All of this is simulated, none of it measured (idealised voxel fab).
The document below concerns the process module designated voxel self aligned contacts.
We display cut, a cross-section 155 nm in width whose square cells are each 5 nm.
For the purposes of this document, a cross-section shall be understood as a grid of square cells, specified as bands listed in top-to-bottom order, each band consisting of one or more rows of cells.
It is stipulated that each band's entry specify, in nanometres, the height of the top of the band and then that of its bottom, followed by the materials of the band in left-to-right sequence, each together with its width in nanometres. A single material marked by the word "edge to edge" is understood to fill the band from edge to edge; the word "empty" is understood to denote empty space.
The reference from which all heights are counted is 0, the level beneath which the as-received wafer is entirely one material; the lowest band, having no lower bound, proceeds downward and is written after the example "from 0 down".
The expression "30 to 40" gives the width at the extremes of the band, the first number at its top row of cells and the second at its bottom row, with the width changing by equal amounts from each row to the next in between.
No cell of the cross-section changed in a step that is given as "remained the same".
The entry titled "Voids, enclosed" provides the empty spaces that have no open way to the top, restricted to those of 8 cells or more. Each is presented as width x height at distance, the distance being measured from the left edge, with all three in nm.
That trailing text on a step's line, after the settings, is the simulator's own remark on the step.
The line of a step may include "overlay nm". On a step with a mask, this value is how far to the right of its planned place the mask lay. A negative value means the mask lay to the left.

# Process steps - plan
1,RECEIVE | material Si
2,CONFORMAL_DEP | material SiO2 | thk nm 5
3,DIRECTIONAL_DEP | material polySi | thk nm 20
4,DIRECTIONAL_DEP | material SiN | thk nm 15
5,PATTERN | tone cover | mask id GATE | material resist | width nm 20 | pitch nm 55 | thk nm 20 | overlay nm 0
6,DIRECTIONAL_ETCH | etch materials SiN | depth nm 15
7,DIRECTIONAL_ETCH | etch materials polySi | depth nm 20
8,STRIP | etch materials resist
9,CONFORMAL_DEP | material SiN | thk nm 5
10,DIRECTIONAL_ETCH | etch materials SiN | depth nm 5
11,FILL_DEP | material SiO2 | thk nm 10
12,CMP | height nm 45
13,DIRECTIONAL_DEP | material aC | thk nm 10
14,PATTERN | tone open | mask id CONTACT | material resist | width nm 35 | thk nm 30 | overlay nm 0
15,DIRECTIONAL_ETCH | etch materials aC | depth nm 10
16,STRIP | etch materials resist
17,DIRECTIONAL_ETCH | etch materials SiO2 | depth nm 45
18,STRIP | etch materials aC
19,CONFORMAL_DEP | material TiN | thk nm 5
20,FILL_DEP | material W | thk nm 10
21,CMP | height nm 45
22,CONFORMAL_DEP | material SiCN | thk nm 5
The width nm used in step 5 is not the same on every wafer, whereas the starting condition is; the value printed in the plan is the first wafer's.

# As received, i.e. after step 1: cross-section through the first of several wafers
    from 0 down  Si edge to edge
    Voids, enclosed: none

# Module end state after final step 22: cross-section of the first of several wafers
    from 50 to 45  SiCN edge to edge
    from 45 to 40  SiO2: 60, then TiN: 10, then W: 15, then TiN: 10, then SiO2: 60
    from 40 to 25  SiO2: 35, then SiN: 30, then TiN: 5, then W: 15, then TiN: 5, then SiN: 30, then SiO2: 35
    from 25 to 5  SiO2: 35, then SiN: 5, then polySi: 20, then SiN: 5, then TiN: 5, then W: 15, then TiN: 5, then SiN: 5, then polySi: 20, then SiN: 5, then SiO2: 35
    from 5 to 0  SiO2: 65, then TiN: 25, then SiO2: 65
    from 0 down  Si edge to edge
    Voids, enclosed: none

# At the end of the module, the last of several wafers in cross-section
    from 50 to 45  SiCN edge to edge
    from 45 to 40  SiO2: 60, then TiN: 35, then SiO2: 60
    from 40 to 25  SiO2: 25, then SiN: 50, then TiN: 5, then SiN: 50, then SiO2: 25
    from 25 to 5  SiO2: 25, then SiN: 5, then polySi: 40, then SiN: 5, then TiN: 5, then SiN: 5, then polySi: 40, then SiN: 5, then SiO2: 25
    from 5 to 0  SiO2: 75, then TiN: 5, then SiO2: 75
    from 0 down  Si edge to edge
    Voids, enclosed: none

# Wafer rows, end of module: cells per material gained (+) or lost (-) since receipt; closed voids last
width nm 20; +31 SiCN; +52 SiN; +148 SiO2; +23 TiN; +24 W; +32 polySi; Voids, enclosed: none
width nm 25; +31 SiCN; +58 SiN; +142 SiO2; +23 TiN; +16 W; +40 polySi; Voids, enclosed: none
width nm 30; +31 SiCN; +64 SiN; +136 SiO2; +23 TiN; +8 W; +48 polySi; Voids, enclosed: none
width nm 35; +31 SiCN; +70 SiN; +130 SiO2; +23 TiN; +56 polySi; Voids, enclosed: none
width nm 40; +31 SiCN; +76 SiN; +124 SiO2; +15 TiN; +64 polySi; Voids, enclosed: none
